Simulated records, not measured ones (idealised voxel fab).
Process module name: voxel spacer lines
In the cross-section labelled cut, the width is 160 nm and each square cell is 5 nm.
Think of the cross-section as a grid of square cells. We describe it in bands, top to bottom, and each band covers one or more rows of those cells. Read a band's entry like this: the first values are the height of its top and the height of its bottom in nm, and what follows is the sequence of materials from left to right, each with its width in nm. Note that "empty" is empty space, and that a single material marked "all across" reaches across the band from edge to edge. We count height from 0. Below that, the starting wafer is all one material. The lowest band never ends at the bottom but goes on down; see "z 0 and below" for how that is written. A width such as "30 to 40" changes by the same amount from each row of cells to the next, from the band's top row to its bottom row. Step note "no change" = no cross-section cell changed. "Entrapped void list" contains a list of empty spaces, each no smaller than 8 cells and without an open way to the top, written in the form width x height at distance with the distance from the left edge and all three in nm. Read whatever lies past the settings on a step's line as the simulator's own remark about the step. When a step includes a mask, the "overlay nm" setting on its line states how far to the right of its planned place that mask lay, and negative values state how far to the left.

Process steps (planned):
1,RECEIVE | material Si
2,CONFORMAL_DEP | material Al2O3 | thk nm 5
3,DIRECTIONAL_DEP | material W | thk nm 15
4,DIRECTIONAL_DEP | material aC | thk nm 20
5,PATTERN | tone cover | mask id MANDREL | material resist | width nm 20 | pitch nm 60 | thk nm 25 | overlay nm 0
6,DIRECTIONAL_ETCH | etch materials aC | depth nm 20
7,STRIP | etch materials resist
8,CONFORMAL_DEP | material SiO2 | thk nm 10
9,DIRECTIONAL_ETCH | etch materials SiO2 | depth nm 10
10,STRIP | etch materials aC
11,DIRECTIONAL_ETCH | etch materials W | depth nm 15
12,STRIP | etch materials SiO2

Here's what the wafer looked like in cross-section when it arrived - that's after step 1:
> z 0 and below: Si all across
> Entrapped void list: none

Final cross-section, module run with one mistake (start and plan as above):
> z 30 to 15: empty: 30, then W: 10, then empty: 20, then W: 10, then empty: 20, then W: 10, then empty: 20, then W: 10, then empty: 30
> z 15 to 0: Al2O3 all across
> z 0 and below: Si all across
> Entrapped void list: none
Where did the run depart from the plan? contrary to plan, step 2 was performed as CONFORMAL_DEP | material Al2O3 | thk nm 15
